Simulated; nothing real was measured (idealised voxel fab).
This is a process module. Its name is voxel gate over fins.
Cross-section cut: width 200 nm, square cells of 5 nm.
Think of the cross-section as a grid of square cells. We describe it in bands, top to bottom, and each band covers one or more rows of those cells.
Per band: top height and bottom height in nm, followed by the left-to-right materials and their widths in nm; "edge to edge" marks a single material spanning edge to edge, "empty" marks empty space.
Height 0 is the level under which the wafer as received is all one material. The lowest band goes on downwards, as in "z 0 and below".
It should be noted that a width expressed as "30..40" varies in equal increments from row to row of cells within the band, taking the value of the first number at the top row and that of the second number at the bottom row.
"remains unaltered" -> step changed no cross-section cell.
For the entry "Closed voids list", the listed items are empty spaces with no open way to the top whose size is 8 cells or more; each item follows the pattern width x height at distance, where distance is from the left edge and all three are in nm.
Heads up: the bit after the settings on a step's line is the simulator's remark on that step.
If you see "overlay nm" on a step's line and that step has a mask, it's telling you how far right of where it was planned the mask ended up; a negative number means it went left instead.

### Steps in the process plan
1: RECEIVE [material Si]
2: CONFORMAL_DEP [material SiN] [thk nm 10]
3: PATTERN [tone cover] [mask id FINS] [material resist] [width nm 15] [pitch nm 35] [thk nm 15] [overlay nm 0]
4: DIRECTIONAL_ETCH [etch materials SiN] [depth nm 10]
5: DIRECTIONAL_ETCH [etch materials Si] [depth nm 40]
6: STRIP [etch materials resist]
7: OXIDIZE [depth nm 5]
8: FILL_DEP [material SiO2] [thk nm 5]
9: CMP [height nm 10]
10: SELECTIVE_ETCH [etch materials SiO2] [depth nm 20]
11: STRIP [etch materials SiN]
12: CONFORMAL_DEP [material HfO2] [thk nm 5]
13: CONFORMAL_DEP [material TiN] [thk nm 5]
14: FILL_DEP [material W] [thk nm 15]
15: CMP [height nm 20]
16: CONFORMAL_DEP [material SiCN] [thk nm 10]

### The cross-section here shows the wafer as received, i.e. in its state after step 1
- z 0 and below | Si edge to edge
- Closed voids list: none

### Starting structure and process plan are as shown above, but one mistake was made in running the module; the wafer cross-section at the end of the module follows
- z 20 to 10 | SiCN edge to edge
- z 10 to 5 | 70 W / 25 TiN / 10 W / 25 TiN / 70 W
- z 5 to 0 | 70 W / 5 TiN / 15 HfO2 / 5 TiN / 10 W / 5 TiN / 15 HfO2 / 5 TiN / 70 W
- z 0 to -5 | 75 TiN / 5 HfO2 / 5 Si / 5 HfO2 / 20 TiN / 5 HfO2 / 5 Si / 5 HfO2 / 75 TiN
- z -5 to -10 | 80 HfO2 / 5 Si / 30 HfO2 / 5 Si / 80 HfO2
- z -10 to -45 | 80 SiO2 / 5 Si / 30 SiO2 / 5 Si / 80 SiO2
- z -45 and below | Si edge to edge
- Closed voids list: none
It is concluded that the wafer was processed incorrectly with respect to the plan, in that step 15 went in with a setting other than planned; the actual run was CMP [height nm 10]
